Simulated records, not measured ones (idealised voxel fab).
A process module follows: voxel ribs on slabs.
Shown is cross-section cut, with a width of 140 nm and square cells of size 5 nm.
This document writes a cross-section as a grid whose cells are square, and gives it as bands, listed from the top down; one or more rows of cells form a band.
For a band, the entry starts with two heights in nm, that of the top and then that of the bottom, and carries on with the band's materials in order from left to right, each alongside its width in nm; the word "full width" beside a single material means it fills the band edge to edge, and "air" means empty space.
Heights are reckoned from 0. Under this level, the received wafer is all of one material. The bottommost band is open-ended downward, for example "0 -> down".
Graded width ("30->40"): value in top row of band = first number; value in bottom row = second number; row-to-row change constant.
Where a step carries "remained unchanged", the cross-section came out of it unchanged, cell for cell.
Listed in "Sealed-off cavities": every empty space of 8 or more cells without an open way to the top. Form: width x height at distance, the distance being from the left edge, all in nm.
The remark found on a step's line after its settings is issued by the simulator itself and pertains to that step.
overlay nm: where the mask lay relative to plan, measured to the right, on steps with a mask; negatives go left.
Steps in the process plan:
1. RECEIVE,material Si
2. DIRECTIONAL_DEP,material SiO2,thk nm 30
3. DIRECTIONAL_DEP,material polySi,thk nm 15
4. MASKED_ETCH,tone cover,mask id RIB,width nm 30,etch materials polySi,depth nm 5,overlay nm 0
5. PATTERN,tone cover,mask id SLAB,material resist,width nm 90,thk nm 15,overlay nm 0
6. DIRECTIONAL_ETCH,etch materials polySi,depth nm 10
7. STRIP,etch materials resist
8. FILL_DEP,material SiO2,thk nm 30
9. CMP,height nm 65
10. DIRECTIONAL_DEP,material W,thk nm 10
11. PATTERN,tone cover,mask id HEATER,material resist,width nm 40,thk nm 15,overlay nm 0
12. DIRECTIONAL_ETCH,etch materials W,depth nm 10
13. STRIP,etch materials resist
14. CONFORMAL_DEP,material SiO2,thk nm 10
Incoming wafer in cross-section (state: after step 1):
- 0 -> down: Si full width
- Sealed-off cavities: none
Result of the module, cross-sectioned: start per above, plan per above, one error in how it was run:
- 85 -> 75: air 40; SiO2 60; air 40
- 75 -> 65: SiO2 50; W 40; SiO2 50
- 65 -> 0: SiO2 full width
- 0 -> down: Si full width
- Sealed-off cavities: none
What was done differently from what was planned? step 3, actual vs plan mismatch, actual run DIRECTIONAL_DEP,material SiO2,thk nm 15
